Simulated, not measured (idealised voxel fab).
Process module in this document: voxel self aligned contacts
Xsec cut, 290 nm wide, square cell size 5 nm.
Cross-section = grid of square cells, listed top down in bands; band = one or more rows. First you get the band's top height and its bottom height, in nm, and then the materials it's made of, left to right, with each width in nm. If you see a single material with "everywhere", that one covers the band edge to edge. "air" is empty space. Measure heights from 0. That's the level where, below it, the as-received wafer is all one material. The lowest band is bottomless and extends downward; write it as in "z 0 and below". The two numbers in a width such as "30->40" mark its ends across the band: the first belongs to the top row of cells, the second to the bottom row, and from each row to the next the width moves by the same amount. Key: "no change occurred" - step with no changed cell in the cross-section. In the "Completely sealed voids" entry, you get each enclosed empty space of 8 cells or more, one with no open way to the top, written width x height at distance, distance from the left edge, in nm. That trailing text on a step's line, after the settings, is the simulator's own remark on the step. overlay nm: step with mask; distance mask lay right of planned place; negative value = left of planned place.

Plan:
- 1: RECEIVE with material Si
- 2: OXIDIZE with depth nm 5
- 3: DIRECTIONAL_DEP with material polySi, thk nm 25
- 4: DIRECTIONAL_DEP with material SiN, thk nm 20
- 5: DIRECTIONAL_DEP with material aC, thk nm 15
- 6: PATTERN with tone cover, mask id GATE, material resist, width nm 25, pitch nm 70, thk nm 30, overlay nm 0
- 7: DIRECTIONAL_ETCH with etch materials aC, depth nm 15
- 8: STRIP with etch materials resist
- 9: DIRECTIONAL_ETCH with etch materials SiN, depth nm 20
- 10: DIRECTIONAL_ETCH with etch materials polySi, depth nm 25
- 11: STRIP with etch materials aC
- 12: CONFORMAL_DEP with material SiN, thk nm 10
- 13: DIRECTIONAL_ETCH with etch materials SiN, depth nm 10
- 14: FILL_DEP with material SiO2, thk nm 20
- 15: CMP with height nm 55
- 16: MASKED_ETCH with tone open, mask id CONTACT, width nm 55, etch materials SiO2, depth nm 60, overlay nm -15
- 17: CONFORMAL_DEP with material TiN, thk nm 5
- 18: FILL_DEP with material W, thk nm 10
- 19: CMP with height nm 55
- 20: CONFORMAL_DEP with material SiN, thk nm 5
Among the wafers covered here, the point of difference is the overlay nm at step 16; their starting state is shared, and the plan presents the value of the first wafer.

Cross-sectional view of the first of several wafers in the as-received condition, corresponding to the state following step 1:
z 0 and below  Si everywhere
Completely sealed voids: none

Post step 20, the closing step of the module: first of several wafers, cross-sectioned:
z 60 to 55  SiN everywhere
z 55 to 45  SiO2=100 | TiN=5->35 | W=45->15 | TiN=5 | SiO2=135
z 45 to 25  SiO2=85 | SiN=45 | TiN=5 | W=15 | TiN=5 | SiN=45 | SiO2=90
z 25 to 0  SiO2=85 | SiN=10 | polySi=25 | SiN=10 | TiN=5 | W=15 | TiN=5 | SiN=10 | polySi=25 | SiN=10 | SiO2=90
z 0 to -5  SiO2=130 | TiN=25 | SiO2=135
z -5 and below  Si everywhere
Completely sealed voids: none

Cross-section at module completion, last wafer:
z 60 to 55  SiN everywhere
z 55 to 45  SiO2=130 | TiN=5 | W=45->15 | TiN=5->35 | SiO2=105
z 45 to 25  SiO2=85 | SiN=45 | TiN=5 | W=15 | TiN=5 | SiN=45 | SiO2=90
z 25 to 0  SiO2=85 | SiN=10 | polySi=25 | SiN=10 | TiN=5 | W=15 | TiN=5 | SiN=10 | polySi=25 | SiN=10 | SiO2=90
z 0 to -5  SiO2=130 | TiN=25 | SiO2=135
z -5 and below  Si everywhere
Completely sealed voids: none

Each row below is a wafer at the end of the module, listing for every material the number of cells it has gained (+) or lost (-) since it was received, followed by its closed voids:
overlay nm -15, -58 Si, +170 SiN, +462 SiO2, +33 TiN, +39 W, +50 polySi, Completely sealed voids: none
overlay nm -10, -58 Si, +170 SiN, +462 SiO2, +33 TiN, +39 W, +50 polySi, Completely sealed voids: none
overlay nm -5, -58 Si, +170 SiN, +462 SiO2, +33 TiN, +39 W, +50 polySi, Completely sealed voids: none
overlay nm 0, -58 Si, +170 SiN, +462 SiO2, +33 TiN, +39 W, +50 polySi, Completely sealed voids: none
overlay nm 5, -58 Si, +170 SiN, +462 SiO2, +33 TiN, +39 W, +50 polySi, Completely sealed voids: none
overlay nm 10, -58 Si, +170 SiN, +462 SiO2, +33 TiN, +39 W, +50 polySi, Completely sealed voids: none
overlay nm 15, -58 Si, +170 SiN, +462 SiO2, +33 TiN, +39 W, +50 polySi, Completely sealed voids: none
